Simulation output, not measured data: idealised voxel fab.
process module | voxel released beams
cross-section cut | 215 nm wide | cells 5 nm
A cross-section is a grid of square cells, given in bands from the top down. A band is one or more rows of cells.
Each band's line starts with the height of the band's top and of its bottom, in nm. Then come its materials from left to right, each with its width in nm. One material with "throughout" fills the band from edge to edge. "air" is empty space.
Height 0 is the level under which the wafer as received is all one material. The lowest band goes on downwards, as in "0 down".
A width such as "30 to 40" changes by the same amount from each row of cells to the next, from the band's top row to its bottom row.
"no change" after a step means that no cell of the cross-section changed.
closed voids: empty space of 8 cells or more with no open way to the top, each as width x height at its distance from the left edge, in nm
after a step's settings: what the simulator itself notes on the step
overlay nm, on a step with a mask: how far to the right of its planned place the mask lay; to the left if negative
plan
1 op RECEIVE | material Si
2 op CONFORMAL_DEP | material SiN | thk nm 10
3 op DIRECTIONAL_DEP | material SiO2 | thk nm 10
4 op DIRECTIONAL_DEP | material aC | thk nm 10
5 op PATTERN | tone open | mask id ANCHOR | material resist | width nm 35 | thk nm 25 | overlay nm 0
6 op DIRECTIONAL_ETCH | etch materials aC | depth nm 10
7 op STRIP | etch materials resist
8 op DIRECTIONAL_ETCH | etch materials SiO2 | depth nm 10
9 op STRIP | etch materials aC
10 op CONFORMAL_DEP | material polySi | thk nm 15
11 op DIRECTIONAL_DEP | material aC | thk nm 10
12 op PATTERN | tone cover | mask id BEAM | material resist | width nm 105 | thk nm 30 | overlay nm 0
13 op DIRECTIONAL_ETCH | etch materials aC | depth nm 10
14 op STRIP | etch materials resist
15 op DIRECTIONAL_ETCH | etch materials polySi | depth nm 15
16 op STRIP | etch materials aC
17 op STRIP | etch materials SiO2
first wafer, as planned
as received, after step 1
  0 down: Si throughout
  closed voids: none
after step 2
  10 to 0: SiN throughout
  below 0: unchanged
after step 3
  20 to 10: SiO2 throughout
  below 10: unchanged
after step 4
  30 to 20: aC throughout
  below 20: unchanged
after step 5
  55 to 30: resist 55 | air 35 | resist 125
  below 30: unchanged
after step 6
  45 to 30: resist 55 | air 35 | resist 125
  30 to 20: aC 55 | air 35 | aC 125
  below 20: unchanged
after step 7
  30 to 20: aC 55 | air 35 | aC 125
  below 20: unchanged
after step 8
  30 to 20: aC 55 | air 35 | aC 125
  20 to 10: SiO2 55 | air 35 | SiO2 125
  below 10: unchanged
after step 9
  20 to 10: SiO2 55 | air 35 | SiO2 125
  below 10: unchanged
after step 10
  35 to 25: polySi 70 | air 5 | polySi 140
  25 to 20: polySi throughout
  20 to 10: SiO2 55 | polySi 35 | SiO2 125
  below 10: unchanged
after step 11
  45 to 35: aC 70 | air 5 | aC 140
  35 to 25: polySi 70 | aC 5 | polySi 140
  below 25: unchanged
after step 12
  75 to 45: air 50 | resist 105 | air 60
  45 to 35: aC 70 | resist 5 | aC 140
  below 35: unchanged
after step 13
  65 to 45: air 50 | resist 105 | air 60
  45 to 35: air 50 | aC 20 | resist 5 | aC 80 | air 60
  below 35: unchanged
after step 14
  45 to 35: air 50 | aC 20 | air 5 | aC 80 | air 60
  below 35: unchanged
after step 15
  45 to 35: air 50 | aC 20 | air 5 | aC 80 | air 60
  35 to 25: air 50 | polySi 20 | aC 5 | polySi 80 | air 60
  25 to 20: air 50 | polySi 105 | air 60
  below 20: unchanged
after step 16
  35 to 25: air 50 | polySi 20 | air 5 | polySi 80 | air 60
  below 25: unchanged
after step 17
  35 to 25: air 50 | polySi 20 | air 5 | polySi 80 | air 60
  25 to 20: air 50 | polySi 105 | air 60
  20 to 10: air 55 | polySi 35 | air 125
  below 10: unchanged
second wafer: like start, like plan, one mistake. Through step 9 it matches the first wafer
when step 10 should have ended
  50 to 20: polySi throughout
  20 to 10: SiO2 55 | polySi 35 | SiO2 125
  below 10: unchanged
when step 11 should have ended
  60 to 50: aC throughout
  below 50: unchanged
when step 12 should have ended
  90 to 60: air 50 | resist 105 | air 60
  below 60: unchanged
when step 13 should have ended
  80 to 60: air 50 | resist 105 | air 60
  60 to 50: air 50 | aC 105 | air 60
  below 50: unchanged
when step 14 should have ended
  60 to 50: air 50 | aC 105 | air 60
  below 50: unchanged
when step 15 should have ended
  60 to 50: air 50 | aC 105 | air 60
  50 to 35: air 50 | polySi 105 | air 60
  below 35: unchanged
when step 16 should have ended
  50 to 35: air 50 | polySi 105 | air 60
  below 35: unchanged
when step 17 should have ended: no change
what went wrong: step 10 was run twice
at the end the second wafer has, in cells: 72 more of SiO2 | 131 more of polySi
